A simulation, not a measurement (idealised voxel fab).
A process module follows: voxel spacer lines.
Square cell edge 5 nm, section width 145 nm, ID cut.
Cross-section = grid of square cells, listed top down in bands; band = one or more rows.
First you get the band's top height and its bottom height, in nm, and then the materials it's made of, left to right, with each width in nm. If you see a single material with "throughout", that one covers the band edge to edge. "blank" is empty space.
It should be noted that heights are counted from 0, beneath which the wafer as supplied is of one material throughout, and that the lowest band possesses no lower boundary but continues downward, as written in "from 0 down".
The notation "30 to 40" denotes a width that varies across the rows of cells in the band, beginning at the first number in the top row, finishing at the second number in the bottom row, and changing by an identical amount from each row to the next.
The designation "nothing altered", where it is given for a processing step, indicates that no cell of the cross-section was altered in the course of that step.
Look at "Voids, enclosed" for the closed voids: empty spaces with no open path to the top, sized 8 cells or up. Each is width x height at distance, distance from the left edge, all nm.
The remark found on a step's line after its settings is issued by the simulator itself and pertains to that step.
Regarding "overlay nm": on a step with a mask, it is the distance the mask lay to the right of its planned place; a negative value places it to the left.

Steps in the process plan:
- 1: RECEIVE | material Si
- 2: CONFORMAL_DEP | material Al2O3 | thk nm 5
- 3: DIRECTIONAL_DEP | material TiN | thk nm 20
- 4: DIRECTIONAL_DEP | material polySi | thk nm 30
- 5: PATTERN | tone cover | mask id MANDREL | material resist | width nm 15 | pitch nm 50 | thk nm 35 | overlay nm 0
- 6: DIRECTIONAL_ETCH | etch materials polySi | depth nm 30
- 7: STRIP | etch materials resist
- 8: CONFORMAL_DEP | material SiO2 | thk nm 10
- 9: DIRECTIONAL_ETCH | etch materials SiO2 | depth nm 10
- 10: STRIP | etch materials polySi
- 11: DIRECTIONAL_ETCH | etch materials TiN | depth nm 20
- 12: STRIP | etch materials SiO2
- 13: FILL_DEP | material lowk | thk nm 5
- 14: CMP | height nm 25

So, the first of our two wafers, run just as we planned it:

The cross-section here shows the wafer as received, i.e. in its state after step 1:
from 0 down: Si throughout
Voids, enclosed: none

State of the wafer after step 2, shown in cross-section:
from 5 to 0: Al2O3 throughout
Nothing below the height 0 has changed.

State of the wafer after step 3, shown in cross-section:
from 25 to 5: TiN throughout
Nothing below the height 5 has changed.

State of the wafer after step 4, shown in cross-section:
from 55 to 25: polySi throughout
Nothing below the height 25 has changed.

State of the wafer after step 5, shown in cross-section:
from 90 to 55: blank (15)  resist (15)  blank (35)  resist (15)  blank (35)  resist (15)  blank (15)
Nothing below the height 55 has changed.

State of the wafer after step 6, shown in cross-section:
from 90 to 55: blank (15)  resist (15)  blank (35)  resist (15)  blank (35)  resist (15)  blank (15)
from 55 to 25: blank (15)  polySi (15)  blank (35)  polySi (15)  blank (35)  polySi (15)  blank (15)
Nothing below the height 25 has changed.

State of the wafer after step 7, shown in cross-section:
from 55 to 25: blank (15)  polySi (15)  blank (35)  polySi (15)  blank (35)  polySi (15)  blank (15)
Nothing below the height 25 has changed.

State of the wafer after step 8, shown in cross-section:
from 65 to 55: blank (5)  SiO2 (35)  blank (15)  SiO2 (35)  blank (15)  SiO2 (35)  blank (5)
from 55 to 35: blank (5)  SiO2 (10)  polySi (15)  SiO2 (10)  blank (15)  SiO2 (10)  polySi (15)  SiO2 (10)  blank (15)  SiO2 (10)  polySi (15)  SiO2 (10)  blank (5)
from 35 to 25: SiO2 (15)  polySi (15)  SiO2 (35)  polySi (15)  SiO2 (35)  polySi (15)  SiO2 (15)
Nothing below the height 25 has changed.

State of the wafer after step 9, shown in cross-section:
from 55 to 25: blank (5)  SiO2 (10)  polySi (15)  SiO2 (10)  blank (15)  SiO2 (10)  polySi (15)  SiO2 (10)  blank (15)  SiO2 (10)  polySi (15)  SiO2 (10)  blank (5)
Nothing below the height 25 has changed.

State of the wafer after step 10, shown in cross-section:
from 55 to 25: blank (5)  SiO2 (10)  blank (15)  SiO2 (10)  blank (15)  SiO2 (10)  blank (15)  SiO2 (10)  blank (15)  SiO2 (10)  blank (15)  SiO2 (10)  blank (5)
Nothing below the height 25 has changed.

State of the wafer after step 11, shown in cross-section:
from 55 to 25: blank (5)  SiO2 (10)  blank (15)  SiO2 (10)  blank (15)  SiO2 (10)  blank (15)  SiO2 (10)  blank (15)  SiO2 (10)  blank (15)  SiO2 (10)  blank (5)
from 25 to 5: blank (5)  TiN (10)  blank (15)  TiN (10)  blank (15)  TiN (10)  blank (15)  TiN (10)  blank (15)  TiN (10)  blank (15)  TiN (10)  blank (5)
Nothing below the height 5 has changed.

State of the wafer after step 12, shown in cross-section:
from 25 to 5: blank (5)  TiN (10)  blank (15)  TiN (10)  blank (15)  TiN (10)  blank (15)  TiN (10)  blank (15)  TiN (10)  blank (15)  TiN (10)  blank (5)
Nothing below the height 5 has changed.

State of the wafer after step 13, shown in cross-section:
from 30 to 25: lowk throughout
from 25 to 5: lowk (5)  TiN (10)  lowk (15)  TiN (10)  lowk (15)  TiN (10)  lowk (15)  TiN (10)  lowk (15)  TiN (10)  lowk (15)  TiN (10)  lowk (5)
Nothing below the height 5 has changed.

State of the wafer after step 14, shown in cross-section:
from 25 to 5: lowk (5)  TiN (10)  lowk (15)  TiN (10)  lowk (15)  TiN (10)  lowk (15)  TiN (10)  lowk (15)  TiN (10)  lowk (15)  TiN (10)  lowk (5)
Nothing below the height 5 has changed.

For the second wafer, take the first wafer's start and plan, then add one mistake made in running it; everything through step 12, that step included, is shared with the first:

Second wafer shown in cross-section at the time step 13 was slated to end:
from 30 to 25: SiO2 throughout
from 25 to 5: SiO2 (5)  TiN (10)  SiO2 (15)  TiN (10)  SiO2 (15)  TiN (10)  SiO2 (15)  TiN (10)  SiO2 (15)  TiN (10)  SiO2 (15)  TiN (10)  SiO2 (5)
Nothing below the height 5 has changed.

Second wafer shown in cross-section at the time step 14 was slated to end:
from 25 to 5: SiO2 (5)  TiN (10)  SiO2 (15)  TiN (10)  SiO2 (15)  TiN (10)  SiO2 (15)  TiN (10)  SiO2 (15)  TiN (10)  SiO2 (15)  TiN (10)  SiO2 (5)
Nothing below the height 5 has changed.
Where did the run depart from the plan? step 13 deviated from plan and actually ran as FILL_DEP | material SiO2 | thk nm 5
Final tally in cells, some materials are higher or lower on the second wafer than on the first: SiO2 +68 | lowk -68
